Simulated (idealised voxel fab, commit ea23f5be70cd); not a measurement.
Module name: voxel wiring stack (process module)
cross-section cut | 265 nm wide | cells 5 nm
Notation: cross-section as square-cell grid; stated in bands, top first, going down; one or more cell rows per band.
Heads up on the band format: heights come first, top then bottom, in nm. After that it's the materials left to right, each with its width in nm. A single material flagged "throughout" fills the whole band edge to edge, and "blank" means there's empty space there.
Note: height 0 marks the level under which the wafer is uniformly one material as received. Lowest band unbounded below, written "z 0 and below".
So if you see something like "30 to 40" for the width, read it as the top row of the band sitting at the first number and the bottom row at the second, with every row in between moving by the same amount as the last.
"nothing was modified", as given for a step, is the statement that not any cell of the cross-section underwent a change during that step.
Entry "Voids, enclosed". Content: empty spaces with no open connection to the top, size 8 cells or greater. Each: width x height at distance. Distance: from left edge. Unit: nm.
The remark found on a step's line after its settings is issued by the simulator itself and pertains to that step.
A step line may carry the setting "overlay nm", which, for steps involving a mask, states the distance by which the mask lay to the right of its intended position; negative values denote displacement to the left.
Structure of the following material. The material consists of pairs of cross-sections. Each pair comprises the cross-section before one process step and the cross-section after that step, the latter shown only down to the lowest band that changed. The step between the cross-sections is specified beneath each pair, including its settings. Pairs are not necessarily consecutive: they may derive from different runs of this module performed on the same starting wafer. Continuity with the pair above is to be assumed only where the entry headed "Before processing step" of the pair in question states it.
### Before processing step
  z 70 to 35 | SiO2=55, then blank=15, then SiO2=75, then blank=15, then SiO2=105
  z 35 to 30 | SiCN throughout
  z 30 to 20 | W throughout
  z 20 to 15 | TiN=60, then W=10, then TiN=35, then W=10, then TiN=35, then W=10, then TiN=35, then W=10, then TiN=60
  z 15 to 10 | SiN=55, then TiN=20, then SiN=25, then TiN=20, then SiN=25, then TiN=20, then SiN=25, then TiN=20, then SiN=55
  z 10 to 0 | SiO2 throughout
  z 0 and below | Si throughout
  Voids, enclosed: none
### Structure After Step
  z 70 to 50 | SiO2=55, then blank=20, then SiO2=25, then blank=20, then SiO2=25, then blank=20, then SiO2=25, then blank=20, then SiO2=55
  Lower than 50, everything is as it was.
  Voids, enclosed: none
Here is the step that sits between the two cross-sections above: op MASKED_ETCH | tone open | mask id METAL_2 | width nm 20 | pitch nm 45 | etch materials SiO2 | depth nm 20 | overlay nm 0
Before processing step: The cross-section prior to this step is the one presented after the step of the pair immediately above.
### Structure After Step
  z 70 to 50 | SiO2=55, then blank=20, then SiO2=25, then blank=20, then SiO2=25, then blank=20, then SiO2=25, then blank=20, then SiO2=55
  z 50 to 35 | SiO2=55, then blank=15, then SiO2=75, then blank=15, then SiO2=105
  z 35 to 30 | SiCN=55, then blank=15, then SiCN=75, then blank=15, then SiCN=105
  Lower than 30, everything is as it was.
  Voids, enclosed: none
Here is the step that sits between the two cross-sections above: op MASKED_ETCH | tone open | mask id METAL_2 | width nm 20 | pitch nm 45 | etch materials SiCN | depth nm 5 | overlay nm 0
Before processing step: The cross-section prior to this step is the one presented after the step of the pair immediately above.
### Structure After Step
  z 75 to 70 | TiN=60, then blank=10, then TiN=35, then blank=10, then TiN=35, then blank=10, then TiN=35, then blank=10, then TiN=60
  z 70 to 55 | SiO2=55, then TiN=5, then blank=10, then TiN=5, then SiO2=25, then TiN=5, then blank=10, then TiN=5, then SiO2=25, then TiN=5, then blank=10, then TiN=5, then SiO2=25, then TiN=5, then blank=10, then TiN=5, then SiO2=55
  z 55 to 50 | SiO2=55, then TiN=5, then blank=5, then TiN=10, then SiO2=25, then TiN=20, then SiO2=25, then TiN=5, then blank=5, then TiN=10, then SiO2=25, then TiN=20, then SiO2=55
  z 50 to 35 | SiO2=55, then TiN=5, then blank=5, then TiN=5, then SiO2=75, then TiN=5, then blank=5, then TiN=5, then SiO2=105
  z 35 to 30 | SiCN=55, then TiN=15, then SiCN=75, then TiN=15, then SiCN=105
  Lower than 30, everything is as it was.
  Voids, enclosed: none
Here is the step that sits between the two cross-sections above: op CONFORMAL_DEP | material TiN | thk nm 5
Before processing step: The cross-section prior to this step is the one presented after the step of the pair immediately above.
### Structure After Step
  z 85 to 75 | Cu throughout
  z 75 to 70 | TiN=60, then Cu=10, then TiN=35, then Cu=10, then TiN=35, then Cu=10, then TiN=35, then Cu=10, then TiN=60
  z 70 to 55 | SiO2=55, then TiN=5, then Cu=10, then TiN=5, then SiO2=25, then TiN=5, then Cu=10, then TiN=5, then SiO2=25, then TiN=5, then Cu=10, then TiN=5, then SiO2=25, then TiN=5, then Cu=10, then TiN=5, then SiO2=55
  z 55 to 50 | SiO2=55, then TiN=5, then Cu=5, then TiN=10, then SiO2=25, then TiN=20, then SiO2=25, then TiN=5, then Cu=5, then TiN=10, then SiO2=25, then TiN=20, then SiO2=55
  z 50 to 35 | SiO2=55, then TiN=5, then Cu=5, then TiN=5, then SiO2=75, then TiN=5, then Cu=5, then TiN=5, then SiO2=105
  Lower than 35, everything is as it was.
  Voids, enclosed: none
Here is the step that sits between the two cross-sections above: op FILL_DEP | material Cu | thk nm 10
Before processing step: The cross-section prior to this step is the one presented after the step of the pair immediately above.
### Structure After Step
  z 70 to 55 | SiO2=55, then TiN=5, then Cu=10, then TiN=5, then SiO2=25, then TiN=5, then Cu=10, then TiN=5, then SiO2=25, then TiN=5, then Cu=10, then TiN=5, then SiO2=25, then TiN=5, then Cu=10, then TiN=5, then SiO2=55
  Lower than 55, everything is as it was.
  Voids, enclosed: none
Here is the step that sits between the two cross-sections above: op CMP | height nm 70
Before processing step: The cross-section prior to this step is the one presented after the step of the pair immediately above.
### Structure After Step
  z 75 to 70 | SiCN throughout
  Lower than 70, everything is as it was.
  Voids, enclosed: none
Here is the step that sits between the two cross-sections above: op CONFORMAL_DEP | material SiCN | thk nm 5
Before processing step: The cross-section prior to this step is the one presented after the step of the pair immediately above.
### Structure After Step
  z 100 to 75 | lowk throughout
  Lower than 75, everything is as it was.
  Voids, enclosed: none
Here is the step that sits between the two cross-sections above: op DIRECTIONAL_DEP | material lowk | thk nm 25
Before processing step: The cross-section prior to this step is the one presented after the step of the pair immediately above.
### Structure After Step
  z 120 to 100 | resist=55, then blank=20, then resist=25, then blank=20, then resist=25, then blank=20, then resist=25, then blank=20, then resist=55
  Lower than 100, everything is as it was.
  Voids, enclosed: none
Here is the step that sits between the two cross-sections above: op PATTERN | tone open | mask id METAL_3 | material resist | width nm 20 | pitch nm 45 | thk nm 20 | overlay nm 0
Before processing step: The cross-section prior to this step is the one presented after the step of the pair immediately above.
### Structure After Step
  z 120 to 100 | resist=55, then blank=20, then resist=25, then blank=20, then resist=25, then blank=20, then resist=25, then blank=20, then resist=55
  z 100 to 85 | lowk=55, then blank=20, then lowk=25, then blank=20, then lowk=25, then blank=20, then lowk=25, then blank=20, then lowk=55
  Lower than 85, everything is as it was.
  Voids, enclosed: none
Here is the step that sits between the two cross-sections above: op DIRECTIONAL_ETCH | etch materials lowk | depth nm 15
Before processing step: The cross-section prior to this step is the one presented after the step of the pair immediately above.
### Structure After Step
  z 100 to 85 | lowk=55, then blank=20, then lowk=25, then blank=20, then lowk=25, then blank=20, then lowk=25, then blank=20, then lowk=55
  Lower than 85, everything is as it was.
  Voids, enclosed: none
Here is the step that sits between the two cross-sections above: op STRIP | etch materials resist
Before processing step: The cross-section prior to this step is the one presented after the step of the pair immediately above.
### Structure After Step
  z 100 to 85 | lowk=55, then blank=20, then lowk=25, then blank=20, then lowk=25, then blank=20, then lowk=25, then blank=20, then lowk=55
  z 85 to 75 | lowk=55, then blank=15, then lowk=30, then blank=15, then lowk=30, then blank=15, then lowk=30, then blank=15, then lowk=60
  Lower than 75, everything is as it was.
  Voids, enclosed: none
Here is the step that sits between the two cross-sections above: op MASKED_ETCH | tone open | mask id METAL_3_HOLES | width nm 15 | pitch nm 45 | etch materials lowk | depth nm 10 | overlay nm 0
Before processing step: The cross-section prior to this step is the one presented after the step of the pair immediately above.
### Structure After Step
  z 100 to 85 | lowk=55, then blank=20, then lowk=25, then blank=20, then lowk=25, then blank=20, then lowk=25, then blank=20, then lowk=55
  z 85 to 75 | lowk=55, then blank=15, then lowk=30, then blank=15, then lowk=30, then blank=15, then lowk=30, then blank=15, then lowk=60
  z 75 to 70 | SiCN=55, then blank=15, then SiCN=30, then blank=15, then SiCN=30, then blank=15, then SiCN=30, then blank=15, then SiCN=60
  Lower than 70, everything is as it was.
  Voids, enclosed: none
Here is the step that sits between the two cross-sections above: op MASKED_ETCH | tone open | mask id METAL_3_HOLES | width nm 15 | pitch nm 45 | etch materials SiCN | depth nm 5 | overlay nm 0
Before processing step: The cross-section prior to this step is the one presented after the step of the pair immediately above.
### Structure After Step
  z 105 to 100 | TiN=60, then blank=10, then TiN=35, then blank=10, then TiN=35, then blank=10, then TiN=35, then blank=10, then TiN=60
  z 100 to 90 | lowk=55, then TiN=5, then blank=10, then TiN=5, then lowk=25, then TiN=5, then blank=10, then TiN=5, then lowk=25, then TiN=5, then blank=10, then TiN=5, then lowk=25, then TiN=5, then blank=10, then TiN=5, then lowk=55
  z 90 to 85 | lowk=55, then TiN=5, then blank=5, then TiN=10, then lowk=25, then TiN=5, then blank=5, then TiN=10, then lowk=25, then TiN=5, then blank=5, then TiN=10, then lowk=25, then TiN=5, then blank=5, then TiN=10, then lowk=55
  z 85 to 75 | lowk=55, then TiN=5, then blank=5, then TiN=5, then lowk=30, then TiN=5, then blank=5, then TiN=5, then lowk=30, then TiN=5, then blank=5, then TiN=5, then lowk=30, then TiN=5, then blank=5, then TiN=5, then lowk=60
  z 75 to 70 | SiCN=55, then TiN=15, then SiCN=30, then TiN=15, then SiCN=30, then TiN=15, then SiCN=30, then TiN=15, then SiCN=60
  Lower than 70, everything is as it was.
  Voids, enclosed: none
Here is the step that sits between the two cross-sections above: op CONFORMAL_DEP | material TiN | thk nm 5
Before processing step: The cross-section prior to this step is the one presented after the step of the pair immediately above.
### Structure After Step
  z 115 to 105 | Cu throughout
  z 105 to 100 | TiN=60, then Cu=10, then TiN=35, then Cu=10, then TiN=35, then Cu=10, then TiN=35, then Cu=10, then TiN=60
  z 100 to 90 | lowk=55, then TiN=5, then Cu=10, then TiN=5, then lowk=25, then TiN=5, then Cu=10, then TiN=5, then lowk=25, then TiN=5, then Cu=10, then TiN=5, then lowk=25, then TiN=5, then Cu=10, then TiN=5, then lowk=55
  z 90 to 85 | lowk=55, then TiN=5, then Cu=5, then TiN=10, then lowk=25, then TiN=5, then Cu=5, then TiN=10, then lowk=25, then TiN=5, then Cu=5, then TiN=10, then lowk=25, then TiN=5, then Cu=5, then TiN=10, then lowk=55
  z 85 to 75 | lowk=55, then TiN=5, then Cu=5, then TiN=5, then lowk=30, then TiN=5, then Cu=5, then TiN=5, then lowk=30, then TiN=5, then Cu=5, then TiN=5, then lowk=30, then TiN=5, then Cu=5, then TiN=5, then lowk=60
  Lower than 75, everything is as it was.
  Voids, enclosed: none
Here is the step that sits between the two cross-sections above: op FILL_DEP | material Cu | thk nm 10
Before processing step: The cross-section prior to this step is the one presented after the step of the pair immediately above.
### Structure After Step
  z 100 to 90 | lowk=55, then TiN=5, then Cu=10, then TiN=5, then lowk=25, then TiN=5, then Cu=10, then TiN=5, then lowk=25, then TiN=5, then Cu=10, then TiN=5, then lowk=25, then TiN=5, then Cu=10, then TiN=5, then lowk=55
  Lower than 90, everything is as it was.
  Voids, enclosed: none
Here is the step that sits between the two cross-sections above: op CMP | height nm 100
Before processing step: The cross-section prior to this step is the one presented after the step of the pair immediately above.
### Structure After Step
  z 105 to 100 | SiCN throughout
  Lower than 100, everything is as it was.
  Voids, enclosed: none
Here is the step that sits between the two cross-sections above: op CONFORMAL_DEP | material SiCN | thk nm 5
Before processing step: The cross-section prior to this step is the one presented after the step of the pair immediately above.
### Structure After Step
  z 130 to 105 | lowk throughout
  Lower than 105, everything is as it was.
  Voids, enclosed: none
Here is the step that sits between the two cross-sections above: op DIRECTIONAL_DEP | material lowk | thk nm 25
Before processing step: The cross-section prior to this step is the one presented after the step of the pair immediately above.
### Structure After Step
  z 130 to 105 | lowk=55, then blank=15, then lowk=30, then blank=15, then lowk=30, then blank=15, then lowk=30, then blank=15, then lowk=60
  Lower than 105, everything is as it was.
  Voids, enclosed: none
Here is the step that sits between the two cross-sections above: op MASKED_ETCH | tone open | mask id METAL_4_HOLES | width nm 15 | pitch nm 45 | etch materials lowk | depth nm 25 | overlay nm 0
Before processing step: The cross-section prior to this step is the one presented after the step of the pair immediately above.
### Structure After Step
  z 130 to 115 | lowk=55, then blank=20, then lowk=25, then blank=20, then lowk=25, then blank=20, then lowk=25, then blank=20, then lowk=55
  Lower than 115, everything is as it was.
  Voids, enclosed: none
Here is the step that sits between the two cross-sections above: op MASKED_ETCH | tone open | mask id METAL_4 | width nm 20 | pitch nm 45 | etch materials lowk | depth nm 15 | overlay nm 0
Before processing step: The cross-section prior to this step is the one presented after the step of the pair immediately above.
### Structure After Step
  z 130 to 115 | lowk=55, then blank=20, then lowk=25, then blank=20, then lowk=25, then blank=20, then lowk=25, then blank=20, then lowk=55
  z 115 to 105 | lowk=55, then blank=15, then lowk=30, then blank=15, then lowk=30, then blank=15, then lowk=30, then blank=15, then lowk=60
  z 105 to 100 | SiCN=55, then blank=15, then SiCN=30, then blank=15, then SiCN=30, then blank=15, then SiCN=30, then blank=15, then SiCN=60
  Lower than 100, everything is as it was.
  Voids, enclosed: none
Here is the step that sits between the two cross-sections above: op MASKED_ETCH | tone open | mask id METAL_4 | width nm 20 | pitch nm 45 | etch materials SiCN | depth nm 5 | overlay nm 0
Before processing step: The cross-section prior to this step is the one presented after the step of the pair immediately above.
### Structure After Step
  z 135 to 130 | TiN=60, then blank=10, then TiN=35, then blank=10, then TiN=35, then blank=10, then TiN=35, then blank=10, then TiN=60
  z 130 to 120 | lowk=55, then TiN=5, then blank=10, then TiN=5, then lowk=25, then TiN=5, then blank=10, then TiN=5, then lowk=25, then TiN=5, then blank=10, then TiN=5, then lowk=25, then TiN=5, then blank=10, then TiN=5, then lowk=55
  z 120 to 115 | lowk=55, then TiN=5, then blank=5, then TiN=10, then lowk=25, then TiN=5, then blank=5, then TiN=10, then lowk=25, then TiN=5, then blank=5, then TiN=10, then lowk=25, then TiN=5, then blank=5, then TiN=10, then lowk=55
  z 115 to 105 | lowk=55, then TiN=5, then blank=5, then TiN=5, then lowk=30, then TiN=5, then blank=5, then TiN=5, then lowk=30, then TiN=5, then blank=5, then TiN=5, then lowk=30, then TiN=5, then blank=5, then TiN=5, then lowk=60
  z 105 to 100 | SiCN=55, then TiN=15, then SiCN=30, then TiN=15, then SiCN=30, then TiN=15, then SiCN=30, then TiN=15, then SiCN=60
  Lower than 100, everything is as it was.
  Voids, enclosed: none
Here is the step that sits between the two cross-sections above: op CONFORMAL_DEP | material TiN | thk nm 5
Before processing step: The cross-section prior to this step is the one presented after the step of the pair immediately above.
### Structure After Step
  z 145 to 135 | Ru throughout
  z 135 to 130 | TiN=60, then Ru=10, then TiN=35, then Ru=10, then TiN=35, then Ru=10, then TiN=35, then Ru=10, then TiN=60
  z 130 to 120 | lowk=55, then TiN=5, then Ru=10, then TiN=5, then lowk=25, then TiN=5, then Ru=10, then TiN=5, then lowk=25, then TiN=5, then Ru=10, then TiN=5, then lowk=25, then TiN=5, then Ru=10, then TiN=5, then lowk=55
  z 120 to 115 | lowk=55, then TiN=5, then Ru=5, then TiN=10, then lowk=25, then TiN=5, then Ru=5, then TiN=10, then lowk=25, then TiN=5, then Ru=5, then TiN=10, then lowk=25, then TiN=5, then Ru=5, then TiN=10, then lowk=55
  z 115 to 105 | lowk=55, then TiN=5, then Ru=5, then TiN=5, then lowk=30, then TiN=5, then Ru=5, then TiN=5, then lowk=30, then TiN=5, then Ru=5, then TiN=5, then lowk=30, then TiN=5, then Ru=5, then TiN=5, then lowk=60
  Lower than 105, everything is as it was.
  Voids, enclosed: none
Here is the step that sits between the two cross-sections above: op FILL_DEP | material Ru | thk nm 10
Before processing step: The cross-section prior to this step is the one presented after the step of the pair immediately above.
### Structure After Step
  z 130 to 120 | lowk=55, then TiN=5, then Ru=10, then TiN=5, then lowk=25, then TiN=5, then Ru=10, then TiN=5, then lowk=25, then TiN=5, then Ru=10, then TiN=5, then lowk=25, then TiN=5, then Ru=10, then TiN=5, then lowk=55
  Lower than 120, everything is as it was.
  Voids, enclosed: none
Here is the step that sits between the two cross-sections above: op CMP | height nm 130
Before processing step: The cross-section prior to this step is the one presented after the step of the pair immediately above.
### Structure After Step
  z 135 to 130 | SiCN throughout
  Lower than 130, everything is as it was.
  Voids, enclosed: none
Here is the step that sits between the two cross-sections above: op CONFORMAL_DEP | material SiCN | thk nm 5
### Before processing step
  z 100 to 75 | lowk throughout
  z 75 to 70 | SiCN throughout
  z 70 to 55 | SiO2=55, then TiN=5, then Cu=10, then TiN=5, then SiO2=25, then TiN=5, then Cu=10, then TiN=5, then SiO2=25, then TiN=5, then Cu=10, then TiN=5, then SiO2=25, then TiN=5, then Cu=10, then TiN=5, then SiO2=55
  z 55 to 50 | SiO2=55, then TiN=5, then Cu=5, then TiN=10, then SiO2=25, then TiN=20, then SiO2=25, then TiN=5, then Cu=5, then TiN=10, then SiO2=25, then TiN=20, then SiO2=55
  z 50 to 35 | SiO2=55, then TiN=5, then Cu=5, then TiN=5, then SiO2=75, then TiN=5, then Cu=5, then TiN=5, then SiO2=105
  z 35 to 30 | SiCN=55, then TiN=15, then SiCN=75, then TiN=15, then SiCN=105
  z 30 to 15 | SiO2=55, then TiN=5, then W=10, then TiN=5, then SiO2=25, then TiN=5, then W=10, then TiN=5, then SiO2=25, then TiN=5, then W=10, then TiN=5, then SiO2=25, then TiN=5, then W=10, then TiN=5, then SiO2=55
  z 15 to 10 | SiN=55, then TiN=20, then SiN=25, then TiN=20, then SiN=25, then TiN=20, then SiN=25, then TiN=20, then SiN=55
  z 10 to 0 | SiO2 throughout
  z 0 and below | Si throughout
  Voids, enclosed: none
### Structure After Step
  z 125 to 75 | lowk throughout
  Lower than 75, everything is as it was.
  Voids, enclosed: none
Here is the step that sits between the two cross-sections above: op DIRECTIONAL_DEP | material lowk | thk nm 25
Before processing step: The cross-section prior to this step is the one presented after the step of the pair immediately above.
### Structure After Step
  z 145 to 125 | resist=55, then blank=20, then resist=25, then blank=20, then resist=25, then blank=20, then resist=25, then blank=20, then resist=55
  Lower than 125, everything is as it was.
  Voids, enclosed: none
Here is the step that sits between the two cross-sections above: op PATTERN | tone open | mask id METAL_3 | material resist | width nm 20 | pitch nm 45 | thk nm 20 | overlay nm 0
Before processing step: The cross-section prior to this step is the one presented after the step of the pair immediately above.
### Structure After Step
  z 145 to 125 | resist=55, then blank=20, then resist=25, then blank=20, then resist=25, then blank=20, then resist=25, then blank=20, then resist=55
  z 125 to 110 | lowk=55, then blank=20, then lowk=25, then blank=20, then lowk=25, then blank=20, then lowk=25, then blank=20, then lowk=55
  Lower than 110, everything is as it was.
  Voids, enclosed: none
Here is the step that sits between the two cross-sections above: op DIRECTIONAL_ETCH | etch materials lowk | depth nm 15
Before processing step: The cross-section prior to this step is the one presented after the step of the pair immediately above.
### Structure After Step
  z 125 to 110 | lowk=55, then blank=20, then lowk=25, then blank=20, then lowk=25, then blank=20, then lowk=25, then blank=20, then lowk=55
  Lower than 110, everything is as it was.
  Voids, enclosed: none
Here is the step that sits between the two cross-sections above: op STRIP | etch materials resist
Before processing step: The cross-section prior to this step is the one presented after the step of the pair immediately above.
### Structure After Step
  z 125 to 110 | lowk=55, then blank=20, then lowk=25, then blank=20, then lowk=25, then blank=20, then lowk=25, then blank=20, then lowk=55
  z 110 to 100 | lowk=55, then blank=15, then lowk=30, then blank=15, then lowk=30, then blank=15, then lowk=30, then blank=15, then lowk=60
  Lower than 100, everything is as it was.
  Voids, enclosed: none
Here is the step that sits between the two cross-sections above: op MASKED_ETCH | tone open | mask id METAL_3_HOLES | width nm 15 | pitch nm 45 | etch materials lowk | depth nm 10 | overlay nm 0
Before processing step: The cross-section prior to this step is the one presented after the step of the pair immediately above.
### Structure After Step
  z 130 to 125 | TiN=60, then blank=10, then TiN=35, then blank=10, then TiN=35, then blank=10, then TiN=35, then blank=10, then TiN=60
  z 125 to 115 | lowk=55, then TiN=5, then blank=10, then TiN=5, then lowk=25, then TiN=5, then blank=10, then TiN=5, then lowk=25, then TiN=5, then blank=10, then TiN=5, then lowk=25, then TiN=5, then blank=10, then TiN=5, then lowk=55
  z 115 to 105 | lowk=55, then TiN=5, then blank=5, then TiN=10 to 5, then lowk=25 to 30, then TiN=5, then blank=5, then TiN=10 to 5, then lowk=25 to 30, then TiN=5, then blank=5, then TiN=10 to 5, then lowk=25 to 30, then TiN=5, then blank=5, then TiN=10 to 5, then lowk=55 to 60
  z 105 to 100 | lowk=55, then TiN=15, then lowk=30, then TiN=15, then lowk=30, then TiN=15, then lowk=30, then TiN=15, then lowk=60
  Lower than 100, everything is as it was.
  Voids, enclosed: none
Here is the step that sits between the two cross-sections above: op CONFORMAL_DEP | material TiN | thk nm 5
Before processing step: The cross-section prior to this step is the one presented after the step of the pair immediately above.
### Structure After Step
  z 140 to 130 | Cu throughout
  z 130 to 125 | TiN=60, then Cu=10, then TiN=35, then Cu=10, then TiN=35, then Cu=10, then TiN=35, then Cu=10, then TiN=60
  z 125 to 115 | lowk=55, then TiN=5, then Cu=10, then TiN=5, then lowk=25, then TiN=5, then Cu=10, then TiN=5, then lowk=25, then TiN=5, then Cu=10, then TiN=5, then lowk=25, then TiN=5, then Cu=10, then TiN=5, then lowk=55
  z 115 to 105 | lowk=55, then TiN=5, then Cu=5, then TiN=10 to 5, then lowk=25 to 30, then TiN=5, then Cu=5, then TiN=10 to 5, then lowk=25 to 30, then TiN=5, then Cu=5, then TiN=10 to 5, then lowk=25 to 30, then TiN=5, then Cu=5, then TiN=10 to 5, then lowk=55 to 60
  Lower than 105, everything is as it was.
  Voids, enclosed: none
Here is the step that sits between the two cross-sections above: op FILL_DEP | material Cu | thk nm 10
Before processing step: The cross-section prior to this step is the one presented after the step of the pair immediately above.
### Structure After Step
  z 100 to 75 | lowk throughout
  Lower than 75, everything is as it was.
  Voids, enclosed: none
Here is the step that sits between the two cross-sections above: op CMP | height nm 100
Before processing step: The cross-section prior to this step is the one presented after the step of the pair immediately above.
### Structure After Step
  z 105 to 100 | SiCN throughout
  Lower than 100, everything is as it was.
  Voids, enclosed: none
Here is the step that sits between the two cross-sections above: op CONFORMAL_DEP | material SiCN | thk nm 5
Before processing step: The cross-section prior to this step is the one presented after the step of the pair immediately above.
### Structure After Step
  z 130 to 105 | lowk throughout
  Lower than 105, everything is as it was.
  Voids, enclosed: none
Here is the step that sits between the two cross-sections above: op DIRECTIONAL_DEP | material lowk | thk nm 25
Before processing step: The cross-section prior to this step is the one presented after the step of the pair immediately above.
### Structure After Step
  z 130 to 105 | lowk=55, then blank=15, then lowk=30, then blank=15, then lowk=30, then blank=15, then lowk=30, then blank=15, then lowk=60
  Lower than 105, everything is as it was.
  Voids, enclosed: none
Here is the step that sits between the two cross-sections above: op MASKED_ETCH | tone open | mask id METAL_4_HOLES | width nm 15 | pitch nm 45 | etch materials lowk | depth nm 25 | overlay nm 0
Before processing step: The cross-section prior to this step is the one presented after the step of the pair immediately above.
### Structure After Step
  z 130 to 115 | lowk=55, then blank=20, then lowk=25, then blank=20, then lowk=25, then blank=20, then lowk=25, then blank=20, then lowk=55
  Lower than 115, everything is as it was.
  Voids, enclosed: none
Here is the step that sits between the two cross-sections above: op MASKED_ETCH | tone open | mask id METAL_4 | width nm 20 | pitch nm 45 | etch materials lowk | depth nm 15 | overlay nm 0
Before processing step: The cross-section prior to this step is the one presented after the step of the pair immediately above.
### Structure After Step
  z 130 to 115 | lowk=55, then blank=20, then lowk=25, then blank=20, then lowk=25, then blank=20, then lowk=25, then blank=20, then lowk=55
  z 115 to 105 | lowk=55, then blank=15, then lowk=30, then blank=15, then lowk=30, then blank=15, then lowk=30, then blank=15, then lowk=60
  z 105 to 100 | SiCN=55, then blank=15, then SiCN=30, then blank=15, then SiCN=30, then blank=15, then SiCN=30, then blank=15, then SiCN=60
  Lower than 100, everything is as it was.
  Voids, enclosed: none
Here is the step that sits between the two cross-sections above: op MASKED_ETCH | tone open | mask id METAL_4 | width nm 20 | pitch nm 45 | etch materials SiCN | depth nm 5 | overlay nm 0
Before processing step: The cross-section prior to this step is the one presented after the step of the pair immediately above.
### Structure After Step
  z 135 to 130 | TiN=60, then blank=10, then TiN=35, then blank=10, then TiN=35, then blank=10, then TiN=35, then blank=10, then TiN=60
  z 130 to 120 | lowk=55, then TiN=5, then blank=10, then TiN=5, then lowk=25, then TiN=5, then blank=10, then TiN=5, then lowk=25, then TiN=5, then blank=10, then TiN=5, then lowk=25, then TiN=5, then blank=10, then TiN=5, then lowk=55
  z 120 to 115 | lowk=55, then TiN=5, then blank=5, then TiN=10, then lowk=25, then TiN=5, then blank=5, then TiN=10, then lowk=25, then TiN=5, then blank=5, then TiN=10, then lowk=25, then TiN=5, then blank=5, then TiN=10, then lowk=55
  z 115 to 105 | lowk=55, then TiN=5, then blank=5, then TiN=5, then lowk=30, then TiN=5, then blank=5, then TiN=5, then lowk=30, then TiN=5, then blank=5, then TiN=5, then lowk=30, then TiN=5, then blank=5, then TiN=5, then lowk=60
  z 105 to 100 | SiCN=55, then TiN=15, then SiCN=30, then TiN=15, then SiCN=30, then TiN=15, then SiCN=30, then TiN=15, then SiCN=60
  Lower than 100, everything is as it was.
  Voids, enclosed: none
Here is the step that sits between the two cross-sections above: op CONFORMAL_DEP | material TiN | thk nm 5
Before processing step: The cross-section prior to this step is the one presented after the step of the pair immediately above.
### Structure After Step
  z 145 to 135 | Ru throughout
  z 135 to 130 | TiN=60, then Ru=10, then TiN=35, then Ru=10, then TiN=35, then Ru=10, then TiN=35, then Ru=10, then TiN=60
  z 130 to 120 | lowk=55, then TiN=5, then Ru=10, then TiN=5, then lowk=25, then TiN=5, then Ru=10, then TiN=5, then lowk=25, then TiN=5, then Ru=10, then TiN=5, then lowk=25, then TiN=5, then Ru=10, then TiN=5, then lowk=55
  z 120 to 115 | lowk=55, then TiN=5, then Ru=5, then TiN=10, then lowk=25, then TiN=5, then Ru=5, then TiN=10, then lowk=25, then TiN=5, then Ru=5, then TiN=10, then lowk=25, then TiN=5, then Ru=5, then TiN=10, then lowk=55
  z 115 to 105 | lowk=55, then TiN=5, then Ru=5, then TiN=5, then lowk=30, then TiN=5, then Ru=5, then TiN=5, then lowk=30, then TiN=5, then Ru=5, then TiN=5, then lowk=30, then TiN=5, then Ru=5, then TiN=5, then lowk=60
  Lower than 105, everything is as it was.
  Voids, enclosed: none
Here is the step that sits between the two cross-sections above: op FILL_DEP | material Ru | thk nm 10
Before processing step: The cross-section prior to this step is the one presented after the step of the pair immediately above.
### Structure After Step
  z 130 to 120 | lowk=55, then TiN=5, then Ru=10, then TiN=5, then lowk=25, then TiN=5, then Ru=10, then TiN=5, then lowk=25, then TiN=5, then Ru=10, then TiN=5, then lowk=25, then TiN=5, then Ru=10, then TiN=5, then lowk=55
  Lower than 120, everything is as it was.
  Voids, enclosed: none
Here is the step that sits between the two cross-sections above: op CMP | height nm 130
Before processing step: The cross-section prior to this step is the one presented after the step of the pair immediately above.
### Structure After Step
  z 135 to 130 | SiCN throughout
  Lower than 130, everything is as it was.
  Voids, enclosed: none
Here is the step that sits between the two cross-sections above: op CONFORMAL_DEP | material SiCN | thk nm 5
### Before processing step
  z 30 to 15 | SiO2=55, then TiN=5, then W=10, then TiN=5, then SiO2=25, then TiN=5, then W=10, then TiN=5, then SiO2=25, then TiN=5, then W=10, then TiN=5, then SiO2=25, then TiN=5, then W=10, then TiN=5, then SiO2=55
  z 15 to 10 | SiN=55, then TiN=20, then SiN=25, then TiN=20, then SiN=25, then TiN=20, then SiN=25, then TiN=20, then SiN=55
  z 10 to 0 | SiO2 throughout
  z 0 and below | Si throughout
  Voids, enclosed: none
### Structure After Step
  z 65 to 30 | SiO2 throughout
  Lower than 30, everything is as it was.
  Voids, enclosed: none
Here is the step that sits between the two cross-sections above: op DIRECTIONAL_DEP | material SiO2 | thk nm 35
Before processing step: The cross-section prior to this step is the one presented after the step of the pair immediately above.
### Structure After Step
  z 70 to 65 | SiCN throughout
  Lower than 65, everything is as it was.
  Voids, enclosed: none
Here is the step that sits between the two cross-sections above: op CONFORMAL_DEP | material SiCN | thk nm 5
Before processing step: The cross-section prior to this step is the one presented after the step of the pair immediately above.
### Structure After Step
  z 80 to 70 | aC throughout
  Lower than 70, everything is as it was.
  Voids, enclosed: none
Here is the step that sits between the two cross-sections above: op DIRECTIONAL_DEP | material aC | thk nm 10
Before processing step: The cross-section prior to this step is the one presented after the step of the pair immediately above.
### Structure After Step
  z 110 to 80 | resist=55, then blank=15, then resist=75, then blank=15, then resist=105
  Lower than 80, everything is as it was.
  Voids, enclosed: none
Here is the step that sits between the two cross-sections above: op PATTERN | tone open | mask id METAL_2_HOLES | material resist | width nm 15 | pitch nm 90 | thk nm 30 | overlay nm 0
Before processing step: The cross-section prior to this step is the one presented after the step of the pair immediately above.
### Structure After Step
  z 100 to 80 | resist=55, then blank=15, then resist=75, then blank=15, then resist=105
  z 80 to 70 | aC=55, then blank=15, then aC=75, then blank=15, then aC=105
  Lower than 70, everything is as it was.
  Voids, enclosed: none
Here is the step that sits between the two cross-sections above: op DIRECTIONAL_ETCH | etch materials aC | depth nm 10
Before processing step: The cross-section prior to this step is the one presented after the step of the pair immediately above.
### Structure After Step
  z 80 to 70 | aC=55, then blank=15, then aC=75, then blank=15, then aC=105
  Lower than 70, everything is as it was.
  Voids, enclosed: none
Here is the step that sits between the two cross-sections above: op STRIP | etch materials resist
Before processing step: The cross-section prior to this step is the one presented after the step of the pair immediately above.
### Structure After Step
  z 70 to 65 | SiCN throughout
  Lower than 65, everything is as it was.
  Voids, enclosed: none
Here is the step that sits between the two cross-sections above: op STRIP | etch materials aC
Before processing step: The cross-section prior to this step is the one presented after the step of the pair immediately above.
### Structure After Step
  z 70 to 65 | SiCN=55, then blank=20, then SiCN=25, then blank=20, then SiCN=25, then blank=20, then SiCN=25, then blank=20, then SiCN=55
  Lower than 65, everything is as it was.
  Voids, enclosed: none
Here is the step that sits between the two cross-sections above: op MASKED_ETCH | tone open | mask id METAL_2 | width nm 20 | pitch nm 45 | etch materials SiCN | depth nm 5 | overlay nm 0
